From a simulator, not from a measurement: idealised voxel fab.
The process module presented herein is designated voxel double patterning.
The cross-section shown here is cut; it is 250 nm wide and divided into square cells measuring 5 nm on a side.
Square cells in a grid make up a cross-section in this document, and the grid is given as bands, listed from the top down, each one or more rows of cells.
Within each band entry, the heights of the top and of the bottom of the band appear first, in that order and in nm; the materials of the band then follow from left to right, each with its corresponding width in nm. The designation "all across" on a single material indicates that it fills the band from edge to edge; the designation "empty" indicates empty space.
Zero point of the height axis is 0; under it, received wafer = one material. Lowest band: continues down indefinitely, "0 down".
A width given as "30..40" starts at the first number in the band's top row and ends at the second number in its bottom row, shifting by an equal amount at every step from row to row.
"nothing altered" means the step left every cell of the cross-section as it was.
Reported under the label "Enclosed void catalog" are the empty spaces having no open way to the top and comprising 8 cells or more; the notation for each is width x height at distance, in which the distance is measured from the left edge and all three values are in nm.
Heads up: the bit after the settings on a step's line is the simulator's remark on that step.
overlay nm: mask offset rightward from planned place, masked step; negative means leftward offset.
HERE'S WHAT THE PLANNED PROCESS STEPS LOOK LIKE
1: RECEIVE, material Si
2: CONFORMAL_DEP, material SiO2, thk nm 10
3: DIRECTIONAL_DEP, material W, thk nm 15
4: DIRECTIONAL_DEP, material SiN, thk nm 10
5: MASKED_ETCH, tone open, mask id FIRST, width nm 15, pitch nm 50, etch materials SiN, depth nm 10, overlay nm 0
6: MASKED_ETCH, tone open, mask id SECOND, width nm 15, etch materials SiN, depth nm 10, overlay nm 0
7: DIRECTIONAL_ETCH, etch materials W, depth nm 15
8: STRIP, etch materials SiN
STEP 1 COMPLETE: CROSS-SECTION OF THE WAFER AS RECEIVED
	0 down: Si all across
	Enclosed void catalog: none
FIRST WAFER OF TWO, SECTIONED AT END OF MODULE; RUN WENT PER PLAN
	25 to 10: W (90), then empty (15), then W (10), then empty (15), then W (10), then empty (15), then W (95)
	10 to 0: SiO2 all across
	0 down: Si all across
	Enclosed void catalog: none
THIS CROSS-SECTION BELONGS TO THE SECOND WAFER OF TWO AT THE END OF THE MODULE; THE START AND THE PLAN WERE SHARED WITH THE FIRST, AND THE RUN INCLUDED ONE MISTAKE
	15 to 10: W (90), then empty (15), then W (10), then empty (15), then W (10), then empty (15), then W (95)
	10 to 0: SiO2 all across
	0 down: Si all across
	Enclosed void catalog: none
What went wrong in running the wafer? note that step 3 departed from the planned setting and was carried out as DIRECTIONAL_DEP, material W, thk nm 5
Wafer comparison, final, in cells, second relative to first, materials more or fewer: W: 82 fewer
